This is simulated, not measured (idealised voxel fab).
process module | voxel released beams
cross-section cut | 245 nm wide | cells 5 nm
A cross-section is a grid of square cells, given in bands from the top down. A band is one or more rows of cells.
Each band's line starts with the height of the band's top and of its bottom, in nm. Then come its materials from left to right, each with its width in nm. One material with "throughout" fills the band from edge to edge. "air" is empty space.
Height 0 is the level under which the wafer as received is all one material. The lowest band goes on downwards, as in "0 down".
A width such as "30 to 40" changes by the same amount from each row of cells to the next, from the band's top row to its bottom row.
"no change" after a step means that no cell of the cross-section changed.
closed voids: empty space of 8 cells or more with no open way to the top, each as width x height at its distance from the left edge, in nm
after a step's settings: what the simulator itself notes on the step
overlay nm, on a step with a mask: how far to the right of its planned place the mask lay; to the left if negative
plan
1 op RECEIVE | material Si
2 op CONFORMAL_DEP | material Al2O3 | thk nm 5
3 op DIRECTIONAL_DEP | material SiO2 | thk nm 15
4 op PATTERN | tone open | mask id ANCHOR | material resist | width nm 45 | thk nm 15 | overlay nm -15
5 op DIRECTIONAL_ETCH | etch materials SiO2 | depth nm 15
6 op STRIP | etch materials resist
7 op CONFORMAL_DEP | material W | thk nm 15
8 op PATTERN | tone cover | mask id BEAM | material resist | width nm 105 | thk nm 20 | overlay nm 0
9 op DIRECTIONAL_ETCH | etch materials W | depth nm 15
10 op STRIP | etch materials resist
11 op STRIP | etch materials SiO2
varied across the wafers: overlay nm of step 4. The plan shows the first wafer's value. All wafers start alike
first wafer as received, after step 1
  0 down: Si throughout
  closed voids: none
first wafer at the end, after step 11
  35 to 20: air 65 | W 5 | air 15 | W 85 | air 75
  20 to 5: air 55 | W 45 | air 145
  5 to 0: Al2O3 throughout
  0 down: Si throughout
  closed voids: none
last wafer at the end
  35 to 20: air 65 | W 35 | air 15 | W 55 | air 75
  20 to 5: air 85 | W 45 | air 115
  5 to 0: Al2O3 throughout
  0 down: Si throughout
  closed voids: none
each wafer at the end: cells of each material gained (+) or lost (-) since it was received, then its closed voids
overlay nm -15 | +49 Al2O3 | +81 W | closed voids: none
overlay nm -10 | +49 Al2O3 | +81 W | closed voids: none
overlay nm -5 | +49 Al2O3 | +81 W | closed voids: none
overlay nm 0 | +49 Al2O3 | +81 W | closed voids: none
overlay nm 5 | +49 Al2O3 | +81 W | closed voids: none
overlay nm 10 | +49 Al2O3 | +81 W | closed voids: none
overlay nm 15 | +49 Al2O3 | +81 W | closed voids: none
